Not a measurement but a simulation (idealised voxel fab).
process module | voxel self aligned vias
cross-section cut | 240 nm wide | cells 5 nm
A cross-section is a grid of square cells, given in bands from the top down. A band is one or more rows of cells.
Each band's line starts with the height of the band's top and of its bottom, in nm. Then come its materials from left to right, each with its width in nm. One material with "throughout" fills the band from edge to edge. "air" is empty space.
Height 0 is the level under which the wafer as received is all one material. The lowest band goes on downwards, as in "0 down".
A width such as "30 to 40" changes by the same amount from each row of cells to the next, from the band's top row to its bottom row.
"no change" after a step means that no cell of the cross-section changed.
closed voids: empty space of 8 cells or more with no open way to the top, each as width x height at its distance from the left edge, in nm
after a step's settings: what the simulator itself notes on the step
overlay nm, on a step with a mask: how far to the right of its planned place the mask lay; to the left if negative
plan
1 op RECEIVE | material Si
2 op CONFORMAL_DEP | material SiO2 | thk nm 10
3 op CONFORMAL_DEP | material SiCN | thk nm 5
4 op DIRECTIONAL_DEP | material SiO2 | thk nm 20
5 op PATTERN | tone open | mask id LINES | material resist | width nm 25 | pitch nm 60 | thk nm 20 | overlay nm 0
6 op DIRECTIONAL_ETCH | etch materials SiO2 | depth nm 20
7 op STRIP | etch materials resist
8 op CONFORMAL_DEP | material TiN | thk nm 5
9 op FILL_DEP | material W | thk nm 10
10 op CMP | height nm 35
11 op SELECTIVE_ETCH | etch materials W Ru TiN | depth nm 10
12 op FILL_DEP | material SiN | thk nm 10
13 op CMP | height nm 35
14 op DIRECTIONAL_DEP | material SiO2 | thk nm 20
15 op DIRECTIONAL_DEP | material aC | thk nm 15
16 op PATTERN | tone open | mask id VIAS | material resist | width nm 35 | thk nm 35 | overlay nm 0
17 op DIRECTIONAL_ETCH | etch materials aC | depth nm 15
18 op STRIP | etch materials resist
19 op DIRECTIONAL_ETCH | etch materials SiO2 | depth nm 20
20 op DIRECTIONAL_ETCH | etch materials SiN | depth nm 10
21 op STRIP | etch materials aC
22 op CONFORMAL_DEP | material TiN | thk nm 5
23 op FILL_DEP | material Ru | thk nm 10
24 op CMP | height nm 55
25 op CONFORMAL_DEP | material SiN | thk nm 5
first wafer, as planned
as received, after step 1
  0 down: Si throughout
  closed voids: none
after step 2
  10 to 0: SiO2 throughout
  below 0: unchanged
after step 3
  15 to 10: SiCN throughout
  below 10: unchanged
after step 4
  35 to 15: SiO2 throughout
  below 15: unchanged
after step 5
  55 to 35: resist 75 | air 25 | resist 35 | air 25 | resist 80
  below 35: unchanged
after step 6
  55 to 35: resist 75 | air 25 | resist 35 | air 25 | resist 80
  35 to 15: SiO2 75 | air 25 | SiO2 35 | air 25 | SiO2 80
  below 15: unchanged
after step 7
  35 to 15: SiO2 75 | air 25 | SiO2 35 | air 25 | SiO2 80
  below 15: unchanged
after step 8
  40 to 35: TiN 80 | air 15 | TiN 45 | air 15 | TiN 85
  35 to 20: SiO2 75 | TiN 5 | air 15 | TiN 5 | SiO2 35 | TiN 5 | air 15 | TiN 5 | SiO2 80
  20 to 15: SiO2 75 | TiN 25 | SiO2 35 | TiN 25 | SiO2 80
  below 15: unchanged
after step 9
  50 to 40: W throughout
  40 to 35: TiN 80 | W 15 | TiN 45 | W 15 | TiN 85
  35 to 20: SiO2 75 | TiN 5 | W 15 | TiN 5 | SiO2 35 | TiN 5 | W 15 | TiN 5 | SiO2 80
  below 20: unchanged
after step 10
  35 to 20: SiO2 75 | TiN 5 | W 15 | TiN 5 | SiO2 35 | TiN 5 | W 15 | TiN 5 | SiO2 80
  below 20: unchanged
after step 11
  35 to 25: SiO2 75 | air 25 | SiO2 35 | air 25 | SiO2 80
  below 25: unchanged
after step 12
  45 to 35: SiN throughout
  35 to 25: SiO2 75 | SiN 25 | SiO2 35 | SiN 25 | SiO2 80
  below 25: unchanged
after step 13
  35 to 25: SiO2 75 | SiN 25 | SiO2 35 | SiN 25 | SiO2 80
  below 25: unchanged
after step 14
  55 to 35: SiO2 throughout
  below 35: unchanged
after step 15
  70 to 55: aC throughout
  below 55: unchanged
after step 16
  105 to 70: resist 70 | air 35 | resist 135
  below 70: unchanged
after step 17
  90 to 70: resist 70 | air 35 | resist 135
  70 to 55: aC 70 | air 35 | aC 135
  below 55: unchanged
after step 18
  70 to 55: aC 70 | air 35 | aC 135
  below 55: unchanged
after step 19
  70 to 55: aC 70 | air 35 | aC 135
  55 to 35: SiO2 70 | air 35 | SiO2 135
  below 35: unchanged
after step 20
  70 to 55: aC 70 | air 35 | aC 135
  55 to 35: SiO2 70 | air 35 | SiO2 135
  35 to 25: SiO2 75 | air 25 | SiO2 35 | SiN 25 | SiO2 80
  below 25: unchanged
after step 21
  55 to 35: SiO2 70 | air 35 | SiO2 135
  below 35: unchanged
after step 22
  60 to 55: TiN 75 | air 25 | TiN 140
  55 to 40: SiO2 70 | TiN 5 | air 25 | TiN 5 | SiO2 135
  40 to 35: SiO2 70 | TiN 10 | air 15 | TiN 10 | SiO2 135
  35 to 30: SiO2 75 | TiN 5 | air 15 | TiN 5 | SiO2 35 | SiN 25 | SiO2 80
  30 to 25: SiO2 75 | TiN 25 | SiO2 35 | SiN 25 | SiO2 80
  below 25: unchanged
after step 23
  70 to 60: Ru throughout
  60 to 55: TiN 75 | Ru 25 | TiN 140
  55 to 40: SiO2 70 | TiN 5 | Ru 25 | TiN 5 | SiO2 135
  40 to 35: SiO2 70 | TiN 10 | Ru 15 | TiN 10 | SiO2 135
  35 to 30: SiO2 75 | TiN 5 | Ru 15 | TiN 5 | SiO2 35 | SiN 25 | SiO2 80
  below 30: unchanged
after step 24
  55 to 40: SiO2 70 | TiN 5 | Ru 25 | TiN 5 | SiO2 135
  below 40: unchanged
after step 25
  60 to 55: SiN throughout
  below 55: unchanged
second wafer: like start, like plan, one mistake. Through step 1 it matches the first wafer
when step 2 should have ended
  5 to 0: SiCN throughout
  below 0: unchanged
when step 3 should have ended
  15 to 5: SiO2 throughout
  below 5: unchanged
when step 4 should have ended
  35 to 5: SiO2 throughout
  below 5: unchanged
when step 5 should have ended
  55 to 35: resist 75 | air 25 | resist 35 | air 25 | resist 80
  below 35: unchanged
when step 6 should have ended
  55 to 35: resist 75 | air 25 | resist 35 | air 25 | resist 80
  35 to 15: SiO2 75 | air 25 | SiO2 35 | air 25 | SiO2 80
  below 15: unchanged
when step 7 should have ended
  35 to 15: SiO2 75 | air 25 | SiO2 35 | air 25 | SiO2 80
  below 15: unchanged
when step 8 should have ended
  40 to 35: TiN 80 | air 15 | TiN 45 | air 15 | TiN 85
  35 to 20: SiO2 75 | TiN 5 | air 15 | TiN 5 | SiO2 35 | TiN 5 | air 15 | TiN 5 | SiO2 80
  20 to 15: SiO2 75 | TiN 25 | SiO2 35 | TiN 25 | SiO2 80
  below 15: unchanged
when step 9 should have ended
  50 to 40: W throughout
  40 to 35: TiN 80 | W 15 | TiN 45 | W 15 | TiN 85
  35 to 20: SiO2 75 | TiN 5 | W 15 | TiN 5 | SiO2 35 | TiN 5 | W 15 | TiN 5 | SiO2 80
  below 20: unchanged
when step 10 should have ended
  35 to 20: SiO2 75 | TiN 5 | W 15 | TiN 5 | SiO2 35 | TiN 5 | W 15 | TiN 5 | SiO2 80
  below 20: unchanged
when step 11 should have ended
  35 to 25: SiO2 75 | air 25 | SiO2 35 | air 25 | SiO2 80
  below 25: unchanged
when step 12 should have ended
  45 to 35: SiN throughout
  35 to 25: SiO2 75 | SiN 25 | SiO2 35 | SiN 25 | SiO2 80
  below 25: unchanged
when step 13 should have ended
  35 to 25: SiO2 75 | SiN 25 | SiO2 35 | SiN 25 | SiO2 80
  below 25: unchanged
when step 14 should have ended
  55 to 35: SiO2 throughout
  below 35: unchanged
when step 15 should have ended
  70 to 55: aC throughout
  below 55: unchanged
when step 16 should have ended
  105 to 70: resist 70 | air 35 | resist 135
  below 70: unchanged
when step 17 should have ended
  90 to 70: resist 70 | air 35 | resist 135
  70 to 55: aC 70 | air 35 | aC 135
  below 55: unchanged
when step 18 should have ended
  70 to 55: aC 70 | air 35 | aC 135
  below 55: unchanged
when step 19 should have ended
  70 to 55: aC 70 | air 35 | aC 135
  55 to 35: SiO2 70 | air 35 | SiO2 135
  below 35: unchanged
when step 20 should have ended
  70 to 55: aC 70 | air 35 | aC 135
  55 to 35: SiO2 70 | air 35 | SiO2 135
  35 to 25: SiO2 75 | air 25 | SiO2 35 | SiN 25 | SiO2 80
  below 25: unchanged
when step 21 should have ended
  55 to 35: SiO2 70 | air 35 | SiO2 135
  below 35: unchanged
when step 22 should have ended
  60 to 55: TiN 75 | air 25 | TiN 140
  55 to 40: SiO2 70 | TiN 5 | air 25 | TiN 5 | SiO2 135
  40 to 35: SiO2 70 | TiN 10 | air 15 | TiN 10 | SiO2 135
  35 to 30: SiO2 75 | TiN 5 | air 15 | TiN 5 | SiO2 35 | SiN 25 | SiO2 80
  30 to 25: SiO2 75 | TiN 25 | SiO2 35 | SiN 25 | SiO2 80
  below 25: unchanged
when step 23 should have ended
  70 to 60: Ru throughout
  60 to 55: TiN 75 | Ru 25 | TiN 140
  55 to 40: SiO2 70 | TiN 5 | Ru 25 | TiN 5 | SiO2 135
  40 to 35: SiO2 70 | TiN 10 | Ru 15 | TiN 10 | SiO2 135
  35 to 30: SiO2 75 | TiN 5 | Ru 15 | TiN 5 | SiO2 35 | SiN 25 | SiO2 80
  below 30: unchanged
when step 24 should have ended
  55 to 40: SiO2 70 | TiN 5 | Ru 25 | TiN 5 | SiO2 135
  below 40: unchanged
when step 25 should have ended
  60 to 55: SiN throughout
  below 55: unchanged
what went wrong: steps 2 and 3 were swapped
at the end the second wafer has, in cells: as many of each material as the first, in other places
